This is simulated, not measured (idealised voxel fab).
Herein follows the process module entitled voxel gate over fins.
The cross-section on display is named cut; it measures 260 nm wide, and its cells are 5 nm squares.
How to read a cross-section here: the picture is a grid of square cells, written as bands going from the top down, and any band can span one or more rows of cells.
Look at the band entry: it leads with the top's height and the bottom's height in nm. Then it lists the materials left to right, with a width in nm for each. The word "everywhere" on a single material says that material fills the band edge to edge. The word "blank" is empty space.
Below 0: as-received wafer, all one material; heights counted from there. Lowest band: no bottom, goes on down, written "0 -> down".
The expression "30 to 40" gives the width at the extremes of the band, the first number at its top row of cells and the second at its bottom row, with the width changing by equal amounts from each row to the next in between.
No cell of the cross-section changed in a step that is given as "nothing altered".
Enclosed void inventory: empty space of 8 cells or more with no open way to the top, each as width x height at its distance from the left edge, in nm
The remark found on a step's line after its settings is issued by the simulator itself and pertains to that step.
overlay nm: mask offset rightward from planned place, masked step; negative means leftward offset.

Steps in the process plan:
1: RECEIVE [material Si]
2: CONFORMAL_DEP [material SiN] [thk nm 5]
3: MASKED_ETCH [tone cover] [mask id FINS] [width nm 15] [pitch nm 45] [etch materials SiN] [depth nm 5] [overlay nm 0]
4: MASKED_ETCH [tone cover] [mask id FINS] [width nm 15] [pitch nm 45] [etch materials Si] [depth nm 35] [overlay nm 0]
5: FILL_DEP [material SiO2] [thk nm 10]
6: CMP [height nm 5]
7: SELECTIVE_ETCH [etch materials SiO2] [depth nm 15]
8: STRIP [etch materials SiN]
9: CONFORMAL_DEP [material HfO2] [thk nm 5]
10: CONFORMAL_DEP [material TiN] [thk nm 5]
11: FILL_DEP [material W] [thk nm 10]
12: CMP [height nm 15]
13: CONFORMAL_DEP [material SiCN] [thk nm 5]

First of two wafers, with the run carried out as planned:

Cross-section of the wafer at receipt, which is the condition after step 1:
  0 -> down = Si everywhere
  Enclosed void inventory: none

Take a look at the wafer's cross-section after step 2:
  5 -> 0 = SiN everywhere
  Nothing below the height 0 has changed.

Take a look at the wafer's cross-section after step 3:
  5 -> 0 = 55 blank / 15 SiN / 30 blank / 15 SiN / 30 blank / 15 SiN / 30 blank / 15 SiN / 55 blank
  Nothing below the height 0 has changed.

Take a look at the wafer's cross-section after step 4:
  5 -> 0 = 55 blank / 15 SiN / 30 blank / 15 SiN / 30 blank / 15 SiN / 30 blank / 15 SiN / 55 blank
  0 -> -35 = 55 blank / 15 Si / 30 blank / 15 Si / 30 blank / 15 Si / 30 blank / 15 Si / 55 blank
  Nothing below the height -35 has changed.

Take a look at the wafer's cross-section after step 5:
  15 -> 5 = SiO2 everywhere
  5 -> 0 = 55 SiO2 / 15 SiN / 30 SiO2 / 15 SiN / 30 SiO2 / 15 SiN / 30 SiO2 / 15 SiN / 55 SiO2
  0 -> -35 = 55 SiO2 / 15 Si / 30 SiO2 / 15 Si / 30 SiO2 / 15 Si / 30 SiO2 / 15 Si / 55 SiO2
  Nothing below the height -35 has changed.

Take a look at the wafer's cross-section after step 6:
  5 -> 0 = 55 SiO2 / 15 SiN / 30 SiO2 / 15 SiN / 30 SiO2 / 15 SiN / 30 SiO2 / 15 SiN / 55 SiO2
  Nothing below the height 0 has changed.

Take a look at the wafer's cross-section after step 7:
  5 -> 0 = 55 blank / 15 SiN / 30 blank / 15 SiN / 30 blank / 15 SiN / 30 blank / 15 SiN / 55 blank
  0 -> -10 = 55 blank / 15 Si / 30 blank / 15 Si / 30 blank / 15 Si / 30 blank / 15 Si / 55 blank
  Nothing below the height -10 has changed.

Take a look at the wafer's cross-section after step 8:
  0 -> -10 = 55 blank / 15 Si / 30 blank / 15 Si / 30 blank / 15 Si / 30 blank / 15 Si / 55 blank
  Nothing below the height -10 has changed.

Take a look at the wafer's cross-section after step 9:
  5 -> 0 = 50 blank / 25 HfO2 / 20 blank / 25 HfO2 / 20 blank / 25 HfO2 / 20 blank / 25 HfO2 / 50 blank
  0 -> -5 = 50 blank / 5 HfO2 / 15 Si / 5 HfO2 / 20 blank / 5 HfO2 / 15 Si / 5 HfO2 / 20 blank / 5 HfO2 / 15 Si / 5 HfO2 / 20 blank / 5 HfO2 / 15 Si / 5 HfO2 / 50 blank
  -5 -> -10 = 55 HfO2 / 15 Si / 30 HfO2 / 15 Si / 30 HfO2 / 15 Si / 30 HfO2 / 15 Si / 55 HfO2
  Nothing below the height -10 has changed.

Take a look at the wafer's cross-section after step 10:
  10 -> 5 = 45 blank / 35 TiN / 10 blank / 35 TiN / 10 blank / 35 TiN / 10 blank / 35 TiN / 45 blank
  5 -> 0 = 45 blank / 5 TiN / 25 HfO2 / 5 TiN / 10 blank / 5 TiN / 25 HfO2 / 5 TiN / 10 blank / 5 TiN / 25 HfO2 / 5 TiN / 10 blank / 5 TiN / 25 HfO2 / 5 TiN / 45 blank
  0 -> -5 = 50 TiN / 5 HfO2 / 15 Si / 5 HfO2 / 20 TiN / 5 HfO2 / 15 Si / 5 HfO2 / 20 TiN / 5 HfO2 / 15 Si / 5 HfO2 / 20 TiN / 5 HfO2 / 15 Si / 5 HfO2 / 50 TiN
  Nothing below the height -5 has changed.

Take a look at the wafer's cross-section after step 11:
  20 -> 10 = W everywhere
  10 -> 5 = 45 W / 35 TiN / 10 W / 35 TiN / 10 W / 35 TiN / 10 W / 35 TiN / 45 W
  5 -> 0 = 45 W / 5 TiN / 25 HfO2 / 5 TiN / 10 W / 5 TiN / 25 HfO2 / 5 TiN / 10 W / 5 TiN / 25 HfO2 / 5 TiN / 10 W / 5 TiN / 25 HfO2 / 5 TiN / 45 W
  Nothing below the height 0 has changed.

Take a look at the wafer's cross-section after step 12:
  15 -> 10 = W everywhere
  Nothing below the height 10 has changed.

Take a look at the wafer's cross-section after step 13:
  20 -> 15 = SiCN everywhere
  Nothing below the height 15 has changed.

Second wafer. Start and plan as for the first. One mistake made in running. Agrees with the first up to and including step 8:

At the planned end of step 9, the second wafer in cross-section: nothing altered

At the planned end of step 10, the second wafer in cross-section:
  5 -> 0 = 50 blank / 25 TiN / 20 blank / 25 TiN / 20 blank / 25 TiN / 20 blank / 25 TiN / 50 blank
  0 -> -5 = 50 blank / 5 TiN / 15 Si / 5 TiN / 20 blank / 5 TiN / 15 Si / 5 TiN / 20 blank / 5 TiN / 15 Si / 5 TiN / 20 blank / 5 TiN / 15 Si / 5 TiN / 50 blank
  -5 -> -10 = 55 TiN / 15 Si / 30 TiN / 15 Si / 30 TiN / 15 Si / 30 TiN / 15 Si / 55 TiN
  Nothing below the height -10 has changed.

At the planned end of step 11, the second wafer in cross-section:
  15 -> 5 = W everywhere
  5 -> 0 = 50 W / 25 TiN / 20 W / 25 TiN / 20 W / 25 TiN / 20 W / 25 TiN / 50 W
  0 -> -5 = 50 W / 5 TiN / 15 Si / 5 TiN / 20 W / 5 TiN / 15 Si / 5 TiN / 20 W / 5 TiN / 15 Si / 5 TiN / 20 W / 5 TiN / 15 Si / 5 TiN / 50 W
  Nothing below the height -5 has changed.

At the planned end of step 12, the second wafer in cross-section: nothing altered

At the planned end of step 13, the second wafer in cross-section:
  20 -> 15 = SiCN everywhere
  Nothing below the height 15 has changed.
Finding, execution versus plan: step 9 in the plan did not get run; it was skipped
In the final state, the cell counts of the second wafer exceed or fall short of those of the first for the following materials: HfO2: 68 fewer, W: 68 more
